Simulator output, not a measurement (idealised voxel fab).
process module | voxel plated lines
cross-section cut | 235 nm wide | cells 5 nm
A cross-section is a grid of square cells, given in bands from the top down. A band is one or more rows of cells.
Each band's line starts with the height of the band's top and of its bottom, in nm. Then come its materials from left to right, each with its width in nm. One material with "throughout" fills the band from edge to edge. "air" is empty space.
Height 0 is the level under which the wafer as received is all one material. The lowest band goes on downwards, as in "0 down".
A width such as "30 to 40" changes by the same amount from each row of cells to the next, from the band's top row to its bottom row.
"no change" after a step means that no cell of the cross-section changed.
closed voids: empty space of 8 cells or more with no open way to the top, each as width x height at its distance from the left edge, in nm
after a step's settings: what the simulator itself notes on the step
overlay nm, on a step with a mask: how far to the right of its planned place the mask lay; to the left if negative
plan
1 op RECEIVE | material Si
2 op CONFORMAL_DEP | material SiO2 | thk nm 15
3 op DIRECTIONAL_DEP | material TiN | thk nm 5
4 op PATTERN | tone open | mask id LINES | material resist | width nm 15 | pitch nm 35 | thk nm 35 | overlay nm 0
5 op EPI | material Ru | thk nm 5
6 op EPI | material Ru | thk nm 10
7 op EPI | material Ru | thk nm 5
8 op STRIP | etch materials resist
9 op DIRECTIONAL_ETCH | etch materials TiN | depth nm 5
10 op CONFORMAL_DEP | material SiN | thk nm 5
as received, after step 1
  0 down: Si throughout
  closed voids: none
a wafer at the end: this start, this plan, one mistake
  45 to 40: air 75 | SiN 25 | air 10 | SiN 25 | air 100
  40 to 20: air 75 | SiN 5 | Ru 15 | SiN 5 | air 10 | SiN 5 | Ru 15 | SiN 5 | air 100
  20 to 15: SiN 80 | TiN 15 | SiN 20 | TiN 15 | SiN 105
  15 to 0: SiO2 throughout
  0 down: Si throughout
  closed voids: none
what went wrong: step 4 ran as: op PATTERN | tone open | mask id LINES | material resist | width nm 15 | pitch nm 35 | thk nm 35 | overlay nm -10
